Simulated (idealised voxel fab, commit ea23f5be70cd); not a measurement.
Module name: voxel transistor to metal (process module)
Cross-section cut spans 210 nm and uses square cells 5 nm in size.
A cross-section is written here as square cells arranged in a grid, and it is given in bands from the top down, each band taking up one or more rows of cells.
Band: top and bottom heights (nm) first, top before bottom; then materials from left to right, widths in nm. "everywhere" marks a sole material filling the band edge to edge. "air" denotes empty space.
Heights from 0 (as-received wafer is one material below). Bottom band endless downward, as "0 down".
Read "30..40" as a graded width: first number on top, second number at the bottom, same change between each pair of neighbouring rows.
It should be understood that the words "remained the same", when stated for a given step, signify that the cross-section underwent no change in any of its cells during that step.
Closed-off voids of 8+ cells (no open route to the top) go in "Closed cavity list", written width x height at distance from the left edge, in nm.
On a step's line, text after the settings is the simulator commenting on that step.
The optional step-line setting "overlay nm" applies to steps with a mask and quantifies how far to the right of its planned location the mask lay, a negative value indicating leftward placement.
Reading key. Pairs: pre-step and post-step cross-section, one process step apart; post-step view only to lowest changed band. Step between + settings: beneath pair. Runs: pairs may be from different runs of this module, same starting wafer. Continuation from pair above: only where "Snapshot before" entry says.
Snapshot before:
* 90 to 75: SiO2=55; air=15; SiO2=70; air=15; SiO2=55
* 75 to 60: SiO2 everywhere
* 60 to 55: SiCN everywhere
* 55 to 40: SiO2=55; TiN=5; Cu=5; TiN=5; SiO2=70; TiN=5; Cu=5; TiN=5; SiO2=55
* 40 to 35: SiCN=55; TiN=15; SiCN=70; TiN=15; SiCN=55
* 35 to 20: SiO2=55; TiN=5; W=5; TiN=5; SiO2=70; TiN=5; W=5; TiN=5; SiO2=55
* 20 to 10: SiO2=55; TiN=5; W=5; TiN=5; SiO2=10; SiN=10; HfO2=5; TiN=5; W=10; TiN=5; HfO2=5; SiN=10; SiO2=10; TiN=5; W=5; TiN=5; SiO2=55
* 10 to 5: SiO2=35; SiN=10; SiO2=10; TiN=5; W=5; TiN=5; SiO2=10; SiN=10; HfO2=5; TiN=5; W=10; TiN=5; HfO2=5; SiN=10; SiO2=10; TiN=5; W=5; TiN=5; SiO2=10; SiN=10; SiO2=35
* 5 to 0: SiO2=35; SiN=10; SiO2=10; TiN=15; SiO2=10; SiN=10; HfO2=5; TiN=20; HfO2=5; SiN=10; SiO2=10; TiN=15; SiO2=10; SiN=10; SiO2=35
* 0 to -5: SiO2=45; SiGe=35; SiO2=5; HfO2=40; SiO2=5; SiGe=35; SiO2=45
* -5 to -35: SiO2=40; Si=130; SiO2=40
* -35 down: Si everywhere
* Closed cavity list: none
Structure After Step:
* 110 to 90: resist=55; air=15; resist=70; air=15; resist=55
* Anything lower than 90 is untouched.
* Closed cavity list: none
Name the step between the before and after sections above: op PATTERN | tone open | mask id METAL_2_HOLES | material resist | width nm 15 | pitch nm 85 | thk nm 20 | overlay nm 0
Snapshot before: see the after view in the pair directly above.
Structure After Step:
* 110 to 90: resist=55; air=15; resist=70; air=15; resist=55
* 90 to 60: SiO2=55; air=15; SiO2=70; air=15; SiO2=55
* Anything lower than 60 is untouched.
* Closed cavity list: none
Name the step between the before and after sections above: op DIRECTIONAL_ETCH | etch materials SiO2 | depth nm 15
Snapshot before: see the after view in the pair directly above.
Structure After Step:
* 110 to 90: resist=55; air=15; resist=70; air=15; resist=55
* 90 to 60: SiO2=55; air=15; SiO2=70; air=15; SiO2=55
* 60 to 55: SiCN=55; air=15; SiCN=70; air=15; SiCN=55
* Anything lower than 55 is untouched.
* Closed cavity list: none
Name the step between the before and after sections above: op DIRECTIONAL_ETCH | etch materials SiCN | depth nm 5
Snapshot before: see the after view in the pair directly above.
Structure After Step:
* 90 to 60: SiO2=55; air=15; SiO2=70; air=15; SiO2=55
* Anything lower than 60 is untouched.
* Closed cavity list: none
Name the step between the before and after sections above: op STRIP | etch materials resist
Snapshot before: see the after view in the pair directly above.
Structure After Step:
* 95 to 90: TiN=60; air=5; TiN=80; air=5; TiN=60
* 90 to 60: SiO2=55; TiN=5; air=5; TiN=5; SiO2=70; TiN=5; air=5; TiN=5; SiO2=55
* 60 to 55: SiCN=55; TiN=15; SiCN=70; TiN=15; SiCN=55
* Anything lower than 55 is untouched.
* Closed cavity list: none
Name the step between the before and after sections above: op CONFORMAL_DEP | material TiN | thk nm 5
Snapshot before: see the after view in the pair directly above.
Structure After Step:
* 105 to 95: Cu everywhere
* 95 to 90: TiN=60; Cu=5; TiN=80; Cu=5; TiN=60
* 90 to 60: SiO2=55; TiN=5; Cu=5; TiN=5; SiO2=70; TiN=5; Cu=5; TiN=5; SiO2=55
* Anything lower than 60 is untouched.
* Closed cavity list: none
Name the step between the before and after sections above: op FILL_DEP | material Cu | thk nm 10
Snapshot before: see the after view in the pair directly above.
Structure After Step:
* 90 to 60: SiO2=55; TiN=5; Cu=5; TiN=5; SiO2=70; TiN=5; Cu=5; TiN=5; SiO2=55
* Anything lower than 60 is untouched.
* Closed cavity list: none
Name the step between the before and after sections above: op CMP | height nm 90
Snapshot before: see the after view in the pair directly above.
Structure After Step:
* 95 to 90: SiN everywhere
* Anything lower than 90 is untouched.
* Closed cavity list: none
Name the step between the before and after sections above: op CONFORMAL_DEP | material SiN | thk nm 5
Snapshot before:
* 55 to 40: SiO2=55; air=15; SiO2=70; air=15; SiO2=55
* 40 to 35: SiCN everywhere
* 35 to 20: SiO2=55; TiN=5; W=5; TiN=5; SiO2=70; TiN=5; W=5; TiN=5; SiO2=55
* 20 to 10: SiO2=55; TiN=5; W=5; TiN=5; SiO2=10; SiN=10; HfO2=5; TiN=5; W=10; TiN=5; HfO2=5; SiN=10; SiO2=10; TiN=5; W=5; TiN=5; SiO2=55
* 10 to 5: SiO2=40; SiN=10; SiO2=5; TiN=5; W=5; TiN=5; SiO2=10; SiN=10; HfO2=5; TiN=5; W=10; TiN=5; HfO2=5; SiN=10; SiO2=10; TiN=5; W=5; TiN=5; SiO2=5; SiN=10; SiO2=40
* 5 to 0: SiO2=40; SiN=10; SiO2=5; TiN=15; SiO2=10; SiN=10; HfO2=5; TiN=20; HfO2=5; SiN=10; SiO2=10; TiN=15; SiO2=5; SiN=10; SiO2=40
* 0 to -5: SiO2=50; SiGe=30; SiO2=5; HfO2=40; SiO2=5; SiGe=30; SiO2=50
* -5 to -35: SiO2=45; Si=120; SiO2=45
* -35 down: Si everywhere
* Closed cavity list: none
Structure After Step:
* 55 to 40: SiO2=55; air=15; SiO2=70; air=15; SiO2=55
* 40 to 35: SiCN=65; air=5; SiCN=80; air=5; SiCN=55
* Anything lower than 35 is untouched.
* Closed cavity list: none
Name the step between the before and after sections above: op MASKED_ETCH | tone open | mask id METAL_1 | width nm 15 | pitch nm 85 | etch materials SiCN | depth nm 5 | overlay nm 10
Snapshot before: see the after view in the pair directly above.
Structure After Step:
* 60 to 55: TiN=60; air=5; TiN=80; air=5; TiN=60
* 55 to 45: SiO2=55; TiN=5; air=5; TiN=5; SiO2=70; TiN=5; air=5; TiN=5; SiO2=55
* 45 to 40: SiO2=55; TiN=15; SiO2=70; TiN=15; SiO2=55
* 40 to 35: SiCN=65; TiN=5; SiCN=80; TiN=5; SiCN=55
* Anything lower than 35 is untouched.
* Closed cavity list: none
Name the step between the before and after sections above: op CONFORMAL_DEP | material TiN | thk nm 5
Snapshot before: see the after view in the pair directly above.
Structure After Step:
* 70 to 60: Cu everywhere
* 60 to 55: TiN=60; Cu=5; TiN=80; Cu=5; TiN=60
* 55 to 45: SiO2=55; TiN=5; Cu=5; TiN=5; SiO2=70; TiN=5; Cu=5; TiN=5; SiO2=55
* Anything lower than 45 is untouched.
* Closed cavity list: none
Name the step between the before and after sections above: op FILL_DEP | material Cu | thk nm 10
Snapshot before: see the after view in the pair directly above.
Structure After Step:
* 55 to 45: SiO2=55; TiN=5; Cu=5; TiN=5; SiO2=70; TiN=5; Cu=5; TiN=5; SiO2=55
* Anything lower than 45 is untouched.
* Closed cavity list: none
Name the step between the before and after sections above: op CMP | height nm 55
Snapshot before: see the after view in the pair directly above.
Structure After Step:
* 60 to 55: SiCN everywhere
* Anything lower than 55 is untouched.
* Closed cavity list: none
Name the step between the before and after sections above: op CONFORMAL_DEP | material SiCN | thk nm 5
Snapshot before: see the after view in the pair directly above.
Structure After Step:
* 90 to 60: SiO2 everywhere
* Anything lower than 60 is untouched.
* Closed cavity list: none
Name the step between the before and after sections above: op DIRECTIONAL_DEP | material SiO2 | thk nm 30
Snapshot before: see the after view in the pair directly above.
Structure After Step:
* 105 to 90: aC everywhere
* Anything lower than 90 is untouched.
* Closed cavity list: none
Name the step between the before and after sections above: op DIRECTIONAL_DEP | material aC | thk nm 15
Snapshot before: see the after view in the pair directly above.
Structure After Step:
* 140 to 105: resist=55; air=15; resist=70; air=15; resist=55
* Anything lower than 105 is untouched.
* Closed cavity list: none
Name the step between the before and after sections above: op PATTERN | tone open | mask id METAL_2 | material resist | width nm 15 | pitch nm 85 | thk nm 35 | overlay nm 0
Snapshot before: see the after view in the pair directly above.
Structure After Step:
* 125 to 105: resist=55; air=15; resist=70; air=15; resist=55
* 105 to 90: aC=55; air=15; aC=70; air=15; aC=55
* Anything lower than 90 is untouched.
* Closed cavity list: none
Name the step between the before and after sections above: op DIRECTIONAL_ETCH | etch materials aC | depth nm 15
Snapshot before: see the after view in the pair directly above.
Structure After Step:
* 105 to 90: aC=55; air=15; aC=70; air=15; aC=55
* Anything lower than 90 is untouched.
* Closed cavity list: none
Name the step between the before and after sections above: op STRIP | etch materials resist
Snapshot before: see the after view in the pair directly above.
Structure After Step:
* 105 to 90: aC=55; air=15; aC=70; air=15; aC=55
* 90 to 75: SiO2=55; air=15; SiO2=70; air=15; SiO2=55
* Anything lower than 75 is untouched.
* Closed cavity list: none
Name the step between the before and after sections above: op DIRECTIONAL_ETCH | etch materials SiO2 | depth nm 15
Snapshot before: see the after view in the pair directly above.
Structure After Step:
* 90 to 75: SiO2=55; air=15; SiO2=70; air=15; SiO2=55
* Anything lower than 75 is untouched.
* Closed cavity list: none
Name the step between the before and after sections above: op STRIP | etch materials aC
Snapshot before: see the after view in the pair directly above.
Structure After Step:
* 110 to 90: resist=55; air=15; resist=70; air=15; resist=55
* Anything lower than 90 is untouched.
* Closed cavity list: none
Name the step between the before and after sections above: op PATTERN | tone open | mask id METAL_2_HOLES | material resist | width nm 15 | pitch nm 85 | thk nm 20 | overlay nm 0
Snapshot before: see the after view in the pair directly above.
Structure After Step:
* 110 to 90: resist=55; air=15; resist=70; air=15; resist=55
* 90 to 60: SiO2=55; air=15; SiO2=70; air=15; SiO2=55
* Anything lower than 60 is untouched.
* Closed cavity list: none
Name the step between the before and after sections above: op DIRECTIONAL_ETCH | etch materials SiO2 | depth nm 15
Snapshot before: see the after view in the pair directly above.
Structure After Step:
* 110 to 90: resist=55; air=15; resist=70; air=15; resist=55
* 90 to 60: SiO2=55; air=15; SiO2=70; air=15; SiO2=55
* 60 to 55: SiCN=55; air=15; SiCN=70; air=15; SiCN=55
* Anything lower than 55 is untouched.
* Closed cavity list: none
Name the step between the before and after sections above: op DIRECTIONAL_ETCH | etch materials SiCN | depth nm 5
Snapshot before: see the after view in the pair directly above.
Structure After Step:
* 90 to 60: SiO2=55; air=15; SiO2=70; air=15; SiO2=55
* Anything lower than 60 is untouched.
* Closed cavity list: none
Name the step between the before and after sections above: op STRIP | etch materials resist
Snapshot before: see the after view in the pair directly above.
Structure After Step:
* 95 to 90: TiN=60; air=5; TiN=80; air=5; TiN=60
* 90 to 60: SiO2=55; TiN=5; air=5; TiN=5; SiO2=70; TiN=5; air=5; TiN=5; SiO2=55
* 60 to 55: SiCN=55; TiN=15; SiCN=70; TiN=15; SiCN=55
* Anything lower than 55 is untouched.
* Closed cavity list: none
Name the step between the before and after sections above: op CONFORMAL_DEP | material TiN | thk nm 5
Snapshot before: see the after view in the pair directly above.
Structure After Step:
* 105 to 95: Cu everywhere
* 95 to 90: TiN=60; Cu=5; TiN=80; Cu=5; TiN=60
* 90 to 60: SiO2=55; TiN=5; Cu=5; TiN=5; SiO2=70; TiN=5; Cu=5; TiN=5; SiO2=55
* Anything lower than 60 is untouched.
* Closed cavity list: none
Name the step between the before and after sections above: op FILL_DEP | material Cu | thk nm 10
Snapshot before: see the after view in the pair directly above.
Structure After Step:
* 90 to 60: SiO2=55; TiN=5; Cu=5; TiN=5; SiO2=70; TiN=5; Cu=5; TiN=5; SiO2=55
* Anything lower than 60 is untouched.
* Closed cavity list: none
Name the step between the before and after sections above: op CMP | height nm 90
Snapshot before: see the after view in the pair directly above.
Structure After Step:
* 95 to 90: SiN everywhere
* Anything lower than 90 is untouched.
* Closed cavity list: none
Name the step between the before and after sections above: op CONFORMAL_DEP | material SiN | thk nm 5
Snapshot before:
* 40 to 25: air=80; SiN=10; SiCN=30; SiN=10; air=80
* 25 to 10: air=80; SiN=10; polySi=30; SiN=10; air=80
* 10 to 5: air=40; SiN=10; air=30; SiN=10; polySi=30; SiN=10; air=30; SiN=10; air=40
* 5 to 0: SiO2=40; SiN=10; air=30; SiN=10; polySi=30; SiN=10; air=30; SiN=10; SiO2=40
* 0 to -5: SiO2=50; SiGe=30; SiO2=50; SiGe=30; SiO2=50
* -5 to -35: SiO2=45; Si=120; SiO2=45
* -35 down: Si everywhere
* Closed cavity list: none
Structure After Step:
* 50 to 40: SiN everywhere
* 40 to 25: SiN=90; SiCN=30; SiN=90
* 25 to 5: SiN=90; polySi=30; SiN=90
* 5 to 0: SiO2=40; SiN=50; polySi=30; SiN=50; SiO2=40
* Anything lower than 0 is untouched.
* Closed cavity list: none
Name the step between the before and after sections above: op FILL_DEP | material SiN | thk nm 10
Snapshot before: see the after view in the pair directly above.
Structure After Step:
* 25 to 5: SiN=90; polySi=30; SiN=90
* Anything lower than 5 is untouched.
* Closed cavity list: none
Name the step between the before and after sections above: op CMP | height nm 25
Snapshot before: see the after view in the pair directly above.
Structure After Step:
* 25 to 5: SiN=90; air=30; SiN=90
* 5 to 0: SiO2=40; SiN=50; air=30; SiN=50; SiO2=40
* Anything lower than 0 is untouched.
* Closed cavity list: none
Name the step between the before and after sections above: op STRIP | etch materials polySi
Snapshot before: see the after view in the pair directly above.
Structure After Step:
* 25 to 5: SiN=90; air=30; SiN=90
* 5 to 0: SiO2=40; SiN=50; air=30; SiN=50; SiO2=40
* 0 to -5: SiO2=50; SiGe=30; SiO2=5; air=40; SiO2=5; SiGe=30; SiO2=50
* Anything lower than -5 is untouched.
* Closed cavity list: none
Name the step between the before and after sections above: op SELECTIVE_ETCH | etch materials SiO2 | depth nm 5
Snapshot before: see the after view in the pair directly above.
Structure After Step:
* 30 to 25: HfO2=95; air=20; HfO2=95
* 25 to 5: SiN=90; HfO2=5; air=20; HfO2=5; SiN=90
* 5 to 0: SiO2=40; SiN=50; HfO2=5; air=20; HfO2=5; SiN=50; SiO2=40
* 0 to -5: SiO2=50; SiGe=30; SiO2=5; HfO2=40; SiO2=5; SiGe=30; SiO2=50
* Anything lower than -5 is untouched.
* Closed cavity list: none
Name the step between the before and after sections above: op CONFORMAL_DEP | material HfO2 | thk nm 5
Snapshot before: see the after view in the pair directly above.
Structure After Step:
* 35 to 30: TiN=100; air=10; TiN=100
* 30 to 25: HfO2=95; TiN=5; air=10; TiN=5; HfO2=95
* 25 to 5: SiN=90; HfO2=5; TiN=5; air=10; TiN=5; HfO2=5; SiN=90
* 5 to 0: SiO2=40; SiN=50; HfO2=5; TiN=20; HfO2=5; SiN=50; SiO2=40
* Anything lower than 0 is untouched.
* Closed cavity list: none
Name the step between the before and after sections above: op CONFORMAL_DEP | material TiN | thk nm 5
Snapshot before: see the after view in the pair directly above.
Structure After Step:
* 45 to 35: W everywhere
* 35 to 30: TiN=100; W=10; TiN=100
* 30 to 25: HfO2=95; TiN=5; W=10; TiN=5; HfO2=95
* 25 to 5: SiN=90; HfO2=5; TiN=5; W=10; TiN=5; HfO2=5; SiN=90
* Anything lower than 5 is untouched.
* Closed cavity list: none
Name the step between the before and after sections above: op FILL_DEP | material W | thk nm 10
Snapshot before: see the after view in the pair directly above.
Structure After Step:
* 20 to 5: SiN=90; HfO2=5; TiN=5; W=10; TiN=5; HfO2=5; SiN=90
* Anything lower than 5 is untouched.
* Closed cavity list: none
Name the step between the before and after sections above: op CMP | height nm 20
Snapshot before: see the after view in the pair directly above.
Structure After Step:
* 35 to 20: SiO2 everywhere
* Anything lower than 20 is untouched.
* Closed cavity list: none
Name the step between the before and after sections above: op DIRECTIONAL_DEP | material SiO2 | thk nm 15
Snapshot before: see the after view in the pair directly above.
Structure After Step:
* 50 to 35: resist=55; air=15; resist=70; air=15; resist=55
* Anything lower than 35 is untouched.
* Closed cavity list: none
Name the step between the before and after sections above: op PATTERN | tone open | mask id CONTACT | material resist | width nm 15 | pitch nm 85 | thk nm 15 | overlay nm 0
Snapshot before: see the after view in the pair directly above.
Structure After Step:
* 50 to 35: resist=55; air=15; resist=70; air=15; resist=55
* 35 to 20: SiO2=55; air=15; SiO2=70; air=15; SiO2=55
* Anything lower than 20 is untouched.
* Closed cavity list: none
Name the step between the before and after sections above: op DIRECTIONAL_ETCH | etch materials SiO2 | depth nm 35
Snapshot before: see the after view in the pair directly above.
Structure After Step:
* 35 to 20: SiO2=55; air=15; SiO2=70; air=15; SiO2=55
* Anything lower than 20 is untouched.
* Closed cavity list: none
Name the step between the before and after sections above: op STRIP | etch materials resist
Snapshot before: see the after view in the pair directly above.
Structure After Step:
* 40 to 35: TiN=60; air=5; TiN=80; air=5; TiN=60
* 35 to 25: SiO2=55; TiN=5; air=5; TiN=5; SiO2=70; TiN=5; air=5; TiN=5; SiO2=55
* 25 to 20: SiO2=55; TiN=15; SiO2=70; TiN=15; SiO2=55
* Anything lower than 20 is untouched.
* Closed cavity list: none
Name the step between the before and after sections above: op CONFORMAL_DEP | material TiN | thk nm 5
Snapshot before: see the after view in the pair directly above.
Structure After Step:
* 45 to 40: W everywhere
* 40 to 35: TiN=60; W=5; TiN=80; W=5; TiN=60
* 35 to 25: SiO2=55; TiN=5; W=5; TiN=5; SiO2=70; TiN=5; W=5; TiN=5; SiO2=55
* Anything lower than 25 is untouched.
* Closed cavity list: none
Name the step between the before and after sections above: op FILL_DEP | material W | thk nm 5
Snapshot before: see the after view in the pair directly above.
Structure After Step:
* 35 to 25: SiO2=55; TiN=5; W=5; TiN=5; SiO2=70; TiN=5; W=5; TiN=5; SiO2=55
* Anything lower than 25 is untouched.
* Closed cavity list: none
Name the step between the before and after sections above: op CMP | height nm 35
Snapshot before: see the after view in the pair directly above.
Structure After Step:
* 40 to 35: SiCN everywhere
* Anything lower than 35 is untouched.
* Closed cavity list: none
Name the step between the before and after sections above: op CONFORMAL_DEP | material SiCN | thk nm 5
Snapshot before: see the after view in the pair directly above.
Structure After Step:
* 55 to 40: SiO2 everywhere
* Anything lower than 40 is untouched.
* Closed cavity list: none
Name the step between the before and after sections above: op DIRECTIONAL_DEP | material SiO2 | thk nm 15
Snapshot before: see the after view in the pair directly above.
Structure After Step:
* 55 to 40: SiO2=55; air=15; SiO2=70; air=15; SiO2=55
* Anything lower than 40 is untouched.
* Closed cavity list: none
Name the step between the before and after sections above: op MASKED_ETCH | tone open | mask id METAL_1 | width nm 15 | pitch nm 85 | etch materials SiO2 | depth nm 15 | overlay nm 0
Snapshot before: see the after view in the pair directly above.
Structure After Step:
* 55 to 40: SiO2=55; air=15; SiO2=70; air=15; SiO2=55
* 40 to 35: SiCN=55; air=15; SiCN=70; air=15; SiCN=55
* Anything lower than 35 is untouched.
* Closed cavity list: none
Name the step between the before and after sections above: op MASKED_ETCH | tone open | mask id METAL_1 | width nm 15 | pitch nm 85 | etch materials SiCN | depth nm 5 | overlay nm 0
Snapshot before: see the after view in the pair directly above.
Structure After Step:
* 60 to 55: TiN=60; air=5; TiN=80; air=5; TiN=60
* 55 to 40: SiO2=55; TiN=5; air=5; TiN=5; SiO2=70; TiN=5; air=5; TiN=5; SiO2=55
* 40 to 35: SiCN=55; TiN=15; SiCN=70; TiN=15; SiCN=55
* Anything lower than 35 is untouched.
* Closed cavity list: none
Name the step between the before and after sections above: op CONFORMAL_DEP | material TiN | thk nm 5
Snapshot before: see the after view in the pair directly above.
Structure After Step:
* 70 to 60: Cu everywhere
* 60 to 55: TiN=60; Cu=5; TiN=80; Cu=5; TiN=60
* 55 to 40: SiO2=55; TiN=5; Cu=5; TiN=5; SiO2=70; TiN=5; Cu=5; TiN=5; SiO2=55
* Anything lower than 40 is untouched.
* Closed cavity list: none
Name the step between the before and after sections above: op FILL_DEP | material Cu | thk nm 10
Snapshot before: see the after view in the pair directly above.
Structure After Step:
* 55 to 40: SiO2=55; TiN=5; Cu=5; TiN=5; SiO2=70; TiN=5; Cu=5; TiN=5; SiO2=55
* Anything lower than 40 is untouched.
* Closed cavity list: none
Name the step between the before and after sections above: op CMP | height nm 55
Snapshot before: see the after view in the pair directly above.
Structure After Step:
* 60 to 55: SiCN everywhere
* Anything lower than 55 is untouched.
* Closed cavity list: none
Name the step between the before and after sections above: op CONFORMAL_DEP | material SiCN | thk nm 5
Snapshot before: see the after view in the pair directly above.
Structure After Step:
* 90 to 60: SiO2 everywhere
* Anything lower than 60 is untouched.
* Closed cavity list: none
Name the step between the before and after sections above: op DIRECTIONAL_DEP | material SiO2 | thk nm 30
Snapshot before: see the after view in the pair directly above.
Structure After Step:
* 105 to 90: aC everywhere
* Anything lower than 90 is untouched.
* Closed cavity list: none
Name the step between the before and after sections above: op DIRECTIONAL_DEP | material aC | thk nm 15
Snapshot before: see the after view in the pair directly above.
Structure After Step:
* 140 to 105: resist=55; air=15; resist=70; air=15; resist=55
* Anything lower than 105 is untouched.
* Closed cavity list: none
Name the step between the before and after sections above: op PATTERN | tone open | mask id METAL_2 | material resist | width nm 15 | pitch nm 85 | thk nm 35 | overlay nm 0
Snapshot before: see the after view in the pair directly above.
Structure After Step:
* 125 to 105: resist=55; air=15; resist=70; air=15; resist=55
* 105 to 90: aC=55; air=15; aC=70; air=15; aC=55
* Anything lower than 90 is untouched.
* Closed cavity list: none
Name the step between the before and after sections above: op DIRECTIONAL_ETCH | etch materials aC | depth nm 15
Snapshot before: see the after view in the pair directly above.
Structure After Step:
* 105 to 90: aC=55; air=15; aC=70; air=15; aC=55
* Anything lower than 90 is untouched.
* Closed cavity list: none
Name the step between the before and after sections above: op STRIP | etch materials resist
Snapshot before: see the after view in the pair directly above.
Structure After Step:
* 105 to 90: aC=55; air=15; aC=70; air=15; aC=55
* 90 to 75: SiO2=55; air=15; SiO2=70; air=15; SiO2=55
* Anything lower than 75 is untouched.
* Closed cavity list: none
Name the step between the before and after sections above: op DIRECTIONAL_ETCH | etch materials SiO2 | depth nm 15
Snapshot before: see the after view in the pair directly above.
Structure After Step:
* 90 to 75: SiO2=55; air=15; SiO2=70; air=15; SiO2=55
* Anything lower than 75 is untouched.
* Closed cavity list: none
Name the step between the before and after sections above: op STRIP | etch materials aC
Snapshot before: see the after view in the pair directly above.
Structure After Step:
* 110 to 90: resist=55; air=15; resist=70; air=15; resist=55
* Anything lower than 90 is untouched.
* Closed cavity list: none
Name the step between the before and after sections above: op PATTERN | tone open | mask id METAL_2_HOLES | material resist | width nm 15 | pitch nm 85 | thk nm 20 | overlay nm 0
Snapshot before: see the after view in the pair directly above.
Structure After Step:
* 110 to 90: resist=55; air=15; resist=70; air=15; resist=55
* 90 to 60: SiO2=55; air=15; SiO2=70; air=15; SiO2=55
* Anything lower than 60 is untouched.
* Closed cavity list: none
Name the step between the before and after sections above: op DIRECTIONAL_ETCH | etch materials SiO2 | depth nm 15
Snapshot before: see the after view in the pair directly above.
Structure After Step:
* 110 to 90: resist=55; air=15; resist=70; air=15; resist=55
* 90 to 60: SiO2=55; air=15; SiO2=70; air=15; SiO2=55
* 60 to 55: SiCN=55; air=15; SiCN=70; air=15; SiCN=55
* Anything lower than 55 is untouched.
* Closed cavity list: none
Name the step between the before and after sections above: op DIRECTIONAL_ETCH | etch materials SiCN | depth nm 5
Snapshot before: see the after view in the pair directly above.
Structure After Step:
* 90 to 60: SiO2=55; air=15; SiO2=70; air=15; SiO2=55
* Anything lower than 60 is untouched.
* Closed cavity list: none
Name the step between the before and after sections above: op STRIP | etch materials resist
Snapshot before: see the after view in the pair directly above.
Structure After Step:
* 95 to 90: TiN=60; air=5; TiN=80; air=5; TiN=60
* 90 to 60: SiO2=55; TiN=5; air=5; TiN=5; SiO2=70; TiN=5; air=5; TiN=5; SiO2=55
* 60 to 55: SiCN=55; TiN=15; SiCN=70; TiN=15; SiCN=55
* Anything lower than 55 is untouched.
* Closed cavity list: none
Name the step between the before and after sections above: op CONFORMAL_DEP | material TiN | thk nm 5
Snapshot before: see the after view in the pair directly above.
Structure After Step:
* 105 to 95: Cu everywhere
* 95 to 90: TiN=60; Cu=5; TiN=80; Cu=5; TiN=60
* 90 to 60: SiO2=55; TiN=5; Cu=5; TiN=5; SiO2=70; TiN=5; Cu=5; TiN=5; SiO2=55
* Anything lower than 60 is untouched.
* Closed cavity list: none
Name the step between the before and after sections above: op FILL_DEP | material Cu | thk nm 10
Snapshot before: see the after view in the pair directly above.
Structure After Step:
* 90 to 60: SiO2=55; TiN=5; Cu=5; TiN=5; SiO2=70; TiN=5; Cu=5; TiN=5; SiO2=55
* Anything lower than 60 is untouched.
* Closed cavity list: none
Name the step between the before and after sections above: op CMP | height nm 90
Snapshot before: see the after view in the pair directly above.
Structure After Step:
* 95 to 90: SiN everywhere
* Anything lower than 90 is untouched.
* Closed cavity list: none
Name the step between the before and after sections above: op CONFORMAL_DEP | material SiN | thk nm 5
Snapshot before:
* 35 to 20: SiO2 everywhere
* 20 to 10: SiO2=80; SiN=10; HfO2=5; TiN=5; W=10; TiN=5; HfO2=5; SiN=10; SiO2=80
* 10 to 5: SiO2=40; SiN=10; SiO2=30; SiN=10; HfO2=5; TiN=5; W=10; TiN=5; HfO2=5; SiN=10; SiO2=30; SiN=10; SiO2=40
* 5 to 0: SiO2=40; SiN=10; SiO2=30; SiN=10; HfO2=5; TiN=20; HfO2=5; SiN=10; SiO2=30; SiN=10; SiO2=40
* 0 to -5: SiO2=50; SiGe=30; SiO2=5; HfO2=40; SiO2=5; SiGe=30; SiO2=50
* -5 to -35: SiO2=45; Si=120; SiO2=45
* -35 down: Si everywhere
* Closed cavity list: none
Structure After Step:
* 50 to 35: air=55; resist=15; air=70; resist=15; air=55
* Anything lower than 35 is untouched.
* Closed cavity list: none
Name the step between the before and after sections above: op PATTERN | tone cover | mask id CONTACT | material resist | width nm 15 | pitch nm 85 | thk nm 15 | overlay nm 0
Snapshot before: see the after view in the pair directly above.
Structure After Step:
* 50 to 35: air=55; resist=15; air=70; resist=15; air=55
* 35 to 20: air=55; SiO2=15; air=70; SiO2=15; air=55
* 20 to 10: air=55; SiO2=15; air=10; SiN=10; HfO2=5; TiN=5; W=10; TiN=5; HfO2=5; SiN=10; air=10; SiO2=15; air=55
* 10 to 5: air=40; SiN=10; air=5; SiO2=15; air=10; SiN=10; HfO2=5; TiN=5; W=10; TiN=5; HfO2=5; SiN=10; air=10; SiO2=15; air=5; SiN=10; air=40
* 5 to 0: air=40; SiN=10; air=5; SiO2=15; air=10; SiN=10; HfO2=5; TiN=20; HfO2=5; SiN=10; air=10; SiO2=15; air=5; SiN=10; air=40
* Anything lower than 0 is untouched.
* Closed cavity list: none
Name the step between the before and after sections above: op DIRECTIONAL_ETCH | etch materials SiO2 | depth nm 35
Snapshot before: see the after view in the pair directly above.
Structure After Step:
* 35 to 20: air=55; SiO2=15; air=70; SiO2=15; air=55
* Anything lower than 20 is untouched.
* Closed cavity list: none
Name the step between the before and after sections above: op STRIP | etch materials resist
Snapshot before: see the after view in the pair directly above.
Structure After Step:
* 40 to 35: air=50; TiN=25; air=60; TiN=25; air=50
* 35 to 25: air=50; TiN=5; SiO2=15; TiN=5; air=60; TiN=5; SiO2=15; TiN=5; air=50
* 25 to 20: air=50; TiN=5; SiO2=15; TiN=70; SiO2=15; TiN=5; air=50
* 20 to 10: air=50..35; TiN=5..20; SiO2=15; TiN=10; SiN=10; HfO2=5; TiN=5; W=10; TiN=5; HfO2=5; SiN=10; TiN=10; SiO2=15; TiN=5..20; air=50..35
* 10 to 5: air=35; TiN=5; SiN=10; TiN=5; SiO2=15; TiN=10; SiN=10; HfO2=5; TiN=5; W=10; TiN=5; HfO2=5; SiN=10; TiN=10; SiO2=15; TiN=5; SiN=10; TiN=5; air=35
* 5 to 0: TiN=40; SiN=10; TiN=5; SiO2=15; TiN=10; SiN=10; HfO2=5; TiN=20; HfO2=5; SiN=10; TiN=10; SiO2=15; TiN=5; SiN=10; TiN=40
* Anything lower than 0 is untouched.
* Closed cavity list: none
Name the step between the before and after sections above: op CONFORMAL_DEP | material TiN | thk nm 5
Snapshot before: see the after view in the pair directly above.
Structure After Step:
* 45 to 40: W everywhere
* 40 to 35: W=50; TiN=25; W=60; TiN=25; W=50
* 35 to 25: W=50; TiN=5; SiO2=15; TiN=5; W=60; TiN=5; SiO2=15; TiN=5; W=50
* 25 to 20: W=50; TiN=5; SiO2=15; TiN=70; SiO2=15; TiN=5; W=50
* 20 to 10: W=50..35; TiN=5..20; SiO2=15; TiN=10; SiN=10; HfO2=5; TiN=5; W=10; TiN=5; HfO2=5; SiN=10; TiN=10; SiO2=15; TiN=5..20; W=50..35
* 10 to 5: W=35; TiN=5; SiN=10; TiN=5; SiO2=15; TiN=10; SiN=10; HfO2=5; TiN=5; W=10; TiN=5; HfO2=5; SiN=10; TiN=10; SiO2=15; TiN=5; SiN=10; TiN=5; W=35
* Anything lower than 5 is untouched.
* Closed cavity list: none
Name the step between the before and after sections above: op FILL_DEP | material W | thk nm 5
Snapshot before: see the after view in the pair directly above.
Structure After Step:
* 35 to 25: W=50; TiN=5; SiO2=15; TiN=5; W=60; TiN=5; SiO2=15; TiN=5; W=50
* Anything lower than 25 is untouched.
* Closed cavity list: none
Name the step between the before and after sections above: op CMP | height nm 35
